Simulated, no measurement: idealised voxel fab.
The process module that follows is named voxel plated lines.
Section cut is 255 nm wide and gridded with 5 nm square cells.
Cross-section, as written here: a square-cell grid given band by band from the top down, where a band holds one or more rows of cells.
Each band's line starts with the height of the band's top and of its bottom, in nm. Then come its materials from left to right, each with its width in nm. One material with "everywhere" fills the band from edge to edge. "blank" is empty space.
Heights from 0 (as-received wafer is one material below). Bottom band endless downward, as "0..down".
Per-row width for "30 to 40": begins at first number (top row of band), ends at second number (bottom row), increment between rows held constant.
"nothing altered" after a step means that no cell of the cross-section changed.
"Unvented voids" contains a list of empty spaces, each no smaller than 8 cells and without an open way to the top, written in the form width x height at distance with the distance from the left edge and all three in nm.
The remark found on a step's line after its settings is issued by the simulator itself and pertains to that step.
Each step line may optionally specify "overlay nm", which for a step with a mask gives the rightward distance between the mask's planned place and where it lay, a negative value indicating the leftward direction.

# The planned process steps are enumerated hereunder
| 1 | RECEIVE,material Si |
| 2 | CONFORMAL_DEP,material SiO2,thk nm 15 |
| 3 | DIRECTIONAL_DEP,material TiN,thk nm 5 |
| 4 | PATTERN,tone open,mask id LINES,material resist,width nm 20,pitch nm 40,thk nm 40,overlay nm 0 |
| 5 | EPI,material Ru,thk nm 10 |
| 6 | EPI,material Ru,thk nm 5 |
| 7 | EPI,material Ru,thk nm 5 |
| 8 | STRIP,etch materials resist |
| 9 | DIRECTIONAL_ETCH,etch materials TiN,depth nm 5 |
| 10 | CONFORMAL_DEP,material SiCN,thk nm 10 |

# The following pertains to the first of two wafers, which was processed as planned

# As received (post step 1): cross-section
* 0..down = Si everywhere
* Unvented voids: none

# Step 2 done - wafer cross-section
* 15..0 = SiO2 everywhere
* Below 0, no change.

# Step 3 done - wafer cross-section
* 20..15 = TiN everywhere
* Below 15, no change.

# Step 4 done - wafer cross-section
* 60..20 = resist=75, then blank=20, then resist=20, then blank=20, then resist=20, then blank=20, then resist=80
* Below 20, no change.

# Step 5 done - wafer cross-section
* 60..30 = resist=75, then blank=20, then resist=20, then blank=20, then resist=20, then blank=20, then resist=80
* 30..20 = resist=75, then Ru=20, then resist=20, then Ru=20, then resist=20, then Ru=20, then resist=80
* Below 20, no change.

# Step 6 done - wafer cross-section
* 60..35 = resist=75, then blank=20, then resist=20, then blank=20, then resist=20, then blank=20, then resist=80
* 35..20 = resist=75, then Ru=20, then resist=20, then Ru=20, then resist=20, then Ru=20, then resist=80
* Below 20, no change.

# Step 7 done - wafer cross-section
* 60..40 = resist=75, then blank=20, then resist=20, then blank=20, then resist=20, then blank=20, then resist=80
* 40..20 = resist=75, then Ru=20, then resist=20, then Ru=20, then resist=20, then Ru=20, then resist=80
* Below 20, no change.

# Step 8 done - wafer cross-section
* 40..20 = blank=75, then Ru=20, then blank=20, then Ru=20, then blank=20, then Ru=20, then blank=80
* Below 20, no change.

# Step 9 done - wafer cross-section
* 40..20 = blank=75, then Ru=20, then blank=20, then Ru=20, then blank=20, then Ru=20, then blank=80
* 20..15 = blank=75, then TiN=20, then blank=20, then TiN=20, then blank=20, then TiN=20, then blank=80
* Below 15, no change.

# Step 10 done - wafer cross-section
* 50..40 = blank=65, then SiCN=120, then blank=70
* 40..25 = blank=65, then SiCN=10, then Ru=20, then SiCN=20, then Ru=20, then SiCN=20, then Ru=20, then SiCN=10, then blank=70
* 25..20 = SiCN=75, then Ru=20, then SiCN=20, then Ru=20, then SiCN=20, then Ru=20, then SiCN=80
* 20..15 = SiCN=75, then TiN=20, then SiCN=20, then TiN=20, then SiCN=20, then TiN=20, then SiCN=80
* Below 15, no change.

# For the second wafer, take the first wafer's start and plan, then add one mistake made in running it; everything through step 6, that step included, is shared with the first

# Second wafer, cross-section, planned end of step 7
* 35..20 = blank=75, then Ru=20, then blank=20, then Ru=20, then blank=20, then Ru=20, then blank=80
* Below 20, no change.

# Second wafer, cross-section, planned end of step 8
* 40..25 = blank=70, then Ru=30, then blank=10, then Ru=30, then blank=10, then Ru=30, then blank=75
* 25..20 = Ru everywhere
* Below 20, no change.

Second wafer, cross-section, planned end of step 9: nothing altered

# Second wafer, cross-section, planned end of step 10
* 50..40 = blank=60, then SiCN=130, then blank=65
* 40..35 = blank=60, then SiCN=10, then Ru=30, then SiCN=10, then Ru=30, then SiCN=10, then Ru=30, then SiCN=10, then blank=65
* 35..25 = SiCN=70, then Ru=30, then SiCN=10, then Ru=30, then SiCN=10, then Ru=30, then SiCN=75
* Below 25, no change.
Plan not followed: step 8 occupied the plan position of step 7, and the converse holds as well
In the final state, the cell counts of the second wafer exceed or fall short of those of the first for the following materials: Ru +57 | SiCN -36 | TiN +39
